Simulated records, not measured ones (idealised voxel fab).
This is a process module. Its name is voxel air gaps.
Cross-sectional view cut (width: 300 nm; square cell size: 5 nm).
Just so we're on the same page, the cross-sections are grids of square cells, and they're listed out in bands top to bottom, each band one or more rows deep.
Heights first: top, then bottom, in nm. Then materials, left to right, each with a width in nm. "throughout" on a single material: fills the band edge to edge. "empty": empty space.
Height datum 0, below which the as-received substrate wafer is one material. Lowest band open at the bottom, running downward: "top 0, no bottom".
Top row gets the first number, bottom row gets the second, and each row in between changes by the same step: that is how a band width like "30..40" works.
Reading "no alterations made" for a step: not a cell of the cross-section changed in it.
Reported under the label "Closed void table" are the empty spaces having no open way to the top and comprising 8 cells or more; the notation for each is width x height at distance, in which the distance is measured from the left edge and all three values are in nm.
Note: text after step settings on the step line = simulator remark on that step.
If you see "overlay nm" on a step's line and that step has a mask, it's telling you how far right of where it was planned the mask ended up; a negative number means it went left instead.
[So here's the lineup of process steps we planned]
step 1: op RECEIVE | material Si
step 2: op CONFORMAL_DEP | material SiO2 | thk nm 10
step 3: op CONFORMAL_DEP | material SiN | thk nm 5
step 4: op DIRECTIONAL_DEP | material SiO2 | thk nm 35
step 5: op MASKED_ETCH | tone open | mask id LINES | width nm 15 | pitch nm 40 | etch materials SiO2 | depth nm 35 | overlay nm 0
step 6: op CONFORMAL_DEP | material TiN | thk nm 5
step 7: op FILL_DEP | material W | thk nm 10
step 8: op CMP | height nm 50
step 9: op EPI | material Ru | thk nm 10
step 10: op SELECTIVE_ETCH | etch materials SiO2 | depth nm 45
step 11: op CONFORMAL_DEP | material SiCN | thk nm 5
[as received, after step 1]
top 0, no bottom: Si throughout
Closed void table: none
[Cross-section, end of module. Start: as above. Plan: as above. Execution: one mistake]
top 65, bottom 60: 65 nm empty; 165 nm SiCN; 70 nm empty
top 60, bottom 50: 65 nm empty; 5 nm SiCN; 35 nm Ru; 5 nm SiCN; 35 nm Ru; 5 nm SiCN; 35 nm Ru; 5 nm SiCN; 35 nm Ru; 5 nm SiCN; 70 nm empty
top 50, bottom 45: 65 nm empty; 15 nm SiCN; 5 nm TiN; 5 nm W; 5 nm TiN; 25 nm SiCN; 5 nm TiN; 5 nm W; 5 nm TiN; 25 nm SiCN; 5 nm TiN; 5 nm W; 5 nm TiN; 25 nm SiCN; 5 nm TiN; 5 nm W; 5 nm TiN; 15 nm SiCN; 70 nm empty
top 45, bottom 20: 75 nm empty; 5 nm SiCN; 5 nm TiN; 5 nm W; 5 nm TiN; 5 nm SiCN; 15 nm empty; 5 nm SiCN; 5 nm TiN; 5 nm W; 5 nm TiN; 5 nm SiCN; 15 nm empty; 5 nm SiCN; 5 nm TiN; 5 nm W; 5 nm TiN; 5 nm SiCN; 15 nm empty; 5 nm SiCN; 5 nm TiN; 5 nm W; 5 nm TiN; 5 nm SiCN; 80 nm empty
top 20, bottom 15: 80 nm SiCN; 15 nm TiN; 25 nm SiCN; 15 nm TiN; 25 nm SiCN; 15 nm TiN; 25 nm SiCN; 15 nm TiN; 85 nm SiCN
top 15, bottom 10: TiN throughout
top 10, bottom 0: SiO2 throughout
top 0, no bottom: Si throughout
Closed void table: 15 x 25 at 100; 15 x 25 at 140; 15 x 25 at 180
The mistake made against the process plan was this: step 3 was run on a setting that differed from the plan, and what really ran there is op CONFORMAL_DEP | material TiN | thk nm 5
